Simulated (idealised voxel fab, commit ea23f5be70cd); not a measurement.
process module | voxel self aligned vias
cross-section cut | 230 nm wide | cells 5 nm
A cross-section is a grid of square cells, given in bands from the top down. A band is one or more rows of cells.
Each band's line starts with the height of the band's top and of its bottom, in nm. Then come its materials from left to right, each with its width in nm. One material with "throughout" fills the band from edge to edge. "air" is empty space.
Height 0 is the level under which the wafer as received is all one material. The lowest band goes on downwards, as in "0 down".
A width such as "30 to 40" changes by the same amount from each row of cells to the next, from the band's top row to its bottom row.
"no change" after a step means that no cell of the cross-section changed.
closed voids: empty space of 8 cells or more with no open way to the top, each as width x height at its distance from the left edge, in nm
after a step's settings: what the simulator itself notes on the step
overlay nm, on a step with a mask: how far to the right of its planned place the mask lay; to the left if negative
plan
1 op RECEIVE | material Si
2 op CONFORMAL_DEP | material SiO2 | thk nm 15
3 op CONFORMAL_DEP | material SiCN | thk nm 5
4 op DIRECTIONAL_DEP | material SiO2 | thk nm 30
5 op MASKED_ETCH | tone open | mask id LINES | width nm 30 | pitch nm 65 | etch materials SiO2 | depth nm 30 | overlay nm 0
6 op CONFORMAL_DEP | material TiN | thk nm 5
7 op FILL_DEP | material Ru | thk nm 5
8 op CMP | height nm 50
9 op SELECTIVE_ETCH | etch materials W Ru TiN | depth nm 10
10 op FILL_DEP | material SiN | thk nm 5
11 op CMP | height nm 50
12 op DIRECTIONAL_DEP | material SiO2 | thk nm 20
13 op MASKED_ETCH | tone open | mask id VIAS | width nm 30 | pitch nm 130 | etch materials SiO2 | depth nm 20 | overlay nm 0
14 op MASKED_ETCH | tone open | mask id VIAS | width nm 40 | pitch nm 130 | etch materials SiN | depth nm 10 | overlay nm 0
15 op CONFORMAL_DEP | material TiN | thk nm 5
16 op FILL_DEP | material Ru | thk nm 5
17 op CMP | height nm 70
18 op CONFORMAL_DEP | material SiN | thk nm 5
varied across the wafers: width nm of step 13. The plan shows the first wafer's value. All wafers start alike
first wafer as received, after step 1
  0 down: Si throughout
  closed voids: none
first wafer at the end, after step 18
  75 to 70: SiN throughout
  70 to 50: SiO2 35 | TiN 5 | Ru 20 | TiN 5 | SiO2 100 | TiN 5 | Ru 20 | TiN 5 | SiO2 35
  50 to 45: SiO2 35 | TiN 5 | Ru 20 | TiN 5 | SiO2 35 | SiN 30 | SiO2 35 | TiN 5 | Ru 20 | TiN 5 | SiO2 35
  45 to 40: SiO2 35 | TiN 30 | SiO2 35 | SiN 30 | SiO2 35 | TiN 30 | SiO2 35
  40 to 25: SiO2 35 | TiN 5 | Ru 20 | TiN 5 | SiO2 35 | TiN 5 | Ru 20 | TiN 5 | SiO2 35 | TiN 5 | Ru 20 | TiN 5 | SiO2 35
  25 to 20: SiO2 35 | TiN 30 | SiO2 35 | TiN 30 | SiO2 35 | TiN 30 | SiO2 35
  20 to 15: SiCN throughout
  15 to 0: SiO2 throughout
  0 down: Si throughout
  closed voids: none
last wafer at the end
  75 to 70: SiN throughout
  70 to 55: SiO2 25 | TiN 5 | Ru 45 | TiN 5 | SiO2 75 | TiN 5 | Ru 45 | TiN 5 | SiO2 20
  55 to 50: SiO2 25 | TiN 15 | Ru 20 | TiN 20 | SiO2 75 | TiN 15 | Ru 20 | TiN 20 | SiO2 20
  50 to 45: SiO2 35 | TiN 5 | Ru 20 | TiN 5 | SiO2 35 | SiN 30 | SiO2 35 | TiN 5 | Ru 20 | TiN 5 | SiO2 35
  45 to 40: SiO2 35 | TiN 30 | SiO2 35 | SiN 30 | SiO2 35 | TiN 30 | SiO2 35
  40 to 25: SiO2 35 | TiN 5 | Ru 20 | TiN 5 | SiO2 35 | TiN 5 | Ru 20 | TiN 5 | SiO2 35 | TiN 5 | Ru 20 | TiN 5 | SiO2 35
  25 to 20: SiO2 35 | TiN 30 | SiO2 35 | TiN 30 | SiO2 35 | TiN 30 | SiO2 35
  20 to 15: SiCN throughout
  15 to 0: SiO2 throughout
  0 down: Si throughout
  closed voids: none
each wafer at the end: cells of each material gained (+) or lost (-) since it was received, then its closed voids
width nm 30 | +76 Ru | +46 SiCN | +58 SiN | +442 SiO2 | +68 TiN | closed voids: none
width nm 35 | +82 Ru | +46 SiCN | +58 SiN | +434 SiO2 | +70 TiN | closed voids: none
width nm 40 | +88 Ru | +46 SiCN | +58 SiN | +426 SiO2 | +72 TiN | closed voids: none
width nm 45 | +94 Ru | +46 SiCN | +58 SiN | +418 SiO2 | +74 TiN | closed voids: none
width nm 50 | +100 Ru | +46 SiCN | +58 SiN | +410 SiO2 | +76 TiN | closed voids: none
width nm 55 | +106 Ru | +46 SiCN | +58 SiN | +402 SiO2 | +78 TiN | closed voids: none
